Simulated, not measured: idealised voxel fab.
voxel gate over fins: a process module
We display cut, a cross-section 230 nm in width whose square cells are each 5 nm.
This document writes a cross-section as a grid whose cells are square, and gives it as bands, listed from the top down; one or more rows of cells form a band. Heads up on the band format: heights come first, top then bottom, in nm. After that it's the materials left to right, each with its width in nm. A single material flagged "all across" fills the whole band edge to edge, and "air" means there's empty space there. The level at which height equals 0 is the one under which the wafer, as it arrives, is entirely one material. No lower edge exists for the bottom band, which continues downward and is notated as in "0 and below". The notation "30..40" denotes a width that varies across the rows of cells in the band, beginning at the first number in the top row, finishing at the second number in the bottom row, and changing by an identical amount from each row to the next. A step reported as "remained unchanged" is a step in which no cell of the cross-section changed. Look at "Entrapped voids" for the closed voids: empty spaces with no open path to the top, sized 8 cells or up. Each is width x height at distance, distance from the left edge, all nm. That trailing text on a step's line, after the settings, is the simulator's own remark on the step. overlay nm, on a step with a mask: how far to the right of its planned place the mask lay; to the left if negative.
**Set out below are the planned steps of the process**
1: RECEIVE, material Si
2: CONFORMAL_DEP, material SiN, thk nm 10
3: MASKED_ETCH, tone cover, mask id FINS, width nm 15, pitch nm 40, etch materials SiN, depth nm 10, overlay nm 0
4: MASKED_ETCH, tone cover, mask id FINS, width nm 15, pitch nm 40, etch materials Si, depth nm 35, overlay nm 0
5: FILL_DEP, material SiO2, thk nm 15
6: CMP, height nm 0
7: SELECTIVE_ETCH, etch materials SiO2, depth nm 20
8: STRIP, etch materials SiN
9: CONFORMAL_DEP, material HfO2, thk nm 5
10: CONFORMAL_DEP, material TiN, thk nm 5
11: CONFORMAL_DEP, material TiAl, thk nm 5
12: CONFORMAL_DEP, material TiN, thk nm 5
13: FILL_DEP, material W, thk nm 15
14: CMP, height nm 30
15: CONFORMAL_DEP, material SiCN, thk nm 5
Don't read the plan's height nm for step 6 as applying to every wafer: that's the first wafer's value, and the wafers differ in it, though they all start identical.
**This is how the first of several wafers looked in cross-section when it arrived, which is after step 1**
    0 and below = Si all across
    Entrapped voids: none
**The figure below presents a cross-section of the first of several wafers at the conclusion of the module, following its last step, step 15**
    35 down to 30 = SiCN all across
    30 down to 20 = W all across
    20 down to 15 = 25 W, 175 TiN, 30 W
    15 down to 10 = 25 W, 5 TiN, 165 TiAl, 5 TiN, 30 W
    10 down to 5 = 25 W, 5 TiN, 5 TiAl, 35 TiN, 5 TiAl, 35 TiN, 5 TiAl, 35 TiN, 5 TiAl, 35 TiN, 5 TiAl, 5 TiN, 30 W
    5 down to 0 = 25 W, 5 TiN, 5 TiAl, 5 TiN, 25 HfO2, 5 TiN, 5 TiAl, 5 TiN, 25 HfO2, 5 TiN, 5 TiAl, 5 TiN, 25 HfO2, 5 TiN, 5 TiAl, 5 TiN, 25 HfO2, 5 TiN, 5 TiAl, 5 TiN, 30 W
    0 down to -5 = 30 TiN, 5 TiAl, 5 TiN, 5 HfO2, 15 Si, 5 HfO2, 5 TiN, 5 TiAl, 5 TiN, 5 HfO2, 15 Si, 5 HfO2, 5 TiN, 5 TiAl, 5 TiN, 5 HfO2, 15 Si, 5 HfO2, 5 TiN, 5 TiAl, 5 TiN, 5 HfO2, 15 Si, 5 HfO2, 5 TiN, 5 TiAl, 35 TiN
    -5 down to -10 = 35 TiAl, 5 TiN, 5 HfO2, 15 Si, 5 HfO2, 5 TiN, 5 TiAl, 5 TiN, 5 HfO2, 15 Si, 5 HfO2, 5 TiN, 5 TiAl, 5 TiN, 5 HfO2, 15 Si, 5 HfO2, 5 TiN, 5 TiAl, 5 TiN, 5 HfO2, 15 Si, 5 HfO2, 5 TiN, 40 TiAl
    -10 down to -15 = 40 TiN, 5 HfO2, 15 Si, 5 HfO2, 15 TiN, 5 HfO2, 15 Si, 5 HfO2, 15 TiN, 5 HfO2, 15 Si, 5 HfO2, 15 TiN, 5 HfO2, 15 Si, 5 HfO2, 45 TiN
    -15 down to -20 = 45 HfO2, 15 Si, 25 HfO2, 15 Si, 25 HfO2, 15 Si, 25 HfO2, 15 Si, 50 HfO2
    -20 down to -35 = 45 SiO2, 15 Si, 25 SiO2, 15 Si, 25 SiO2, 15 Si, 25 SiO2, 15 Si, 50 SiO2
    -35 and below = Si all across
    Entrapped voids: none
**Cross-section, last wafer, module completion**
    35 down to 30 = SiCN all across
    30 down to 25 = W all across
    25 down to 20 = TiN all across
    20 down to 15 = TiAl all across
    15 down to 10 = TiN all across
    10 down to 5 = 50 HfO2, 5 TiN, 35 HfO2, 5 TiN, 35 HfO2, 5 TiN, 35 HfO2, 5 TiN, 55 HfO2
    5 down to 0 = 45 SiO2, 15 HfO2, 25 SiO2, 15 HfO2, 25 SiO2, 15 HfO2, 25 SiO2, 15 HfO2, 50 SiO2
    0 down to -35 = 45 SiO2, 15 Si, 25 SiO2, 15 Si, 25 SiO2, 15 Si, 25 SiO2, 15 Si, 50 SiO2
    -35 and below = Si all across
    Entrapped voids: none
**The rows of the table below are wafers. Looking at the end of the module, a row counts, for every material, the cells the wafer has gained, shown as (+), or lost, shown as (-), since it was received; its closed voids come next**
height nm 0 | +78 HfO2 | -238 Si | +46 SiCN | +102 SiO2 | +66 TiAl | +132 TiN | +136 W | Entrapped voids: none
height nm 5 | +70 HfO2 | -238 Si | +46 SiCN | +136 SiO2 | +61 TiAl | +122 TiN | +125 W | Entrapped voids: none
height nm 10 | +62 HfO2 | -238 Si | +46 SiCN | +170 SiO2 | +56 TiAl | +112 TiN | +114 W | Entrapped voids: none
height nm 15 | +54 HfO2 | -238 Si | +46 SiCN | +204 SiO2 | +51 TiAl | +102 TiN | +103 W | Entrapped voids: none
height nm 20 | +46 HfO2 | -238 Si | +46 SiCN | +238 SiO2 | +46 TiAl | +92 TiN | +92 W | Entrapped voids: none
height nm 25 | +54 HfO2 | -238 Si | +46 SiCN | +272 SiO2 | +46 TiAl | +96 TiN | +46 W | Entrapped voids: none
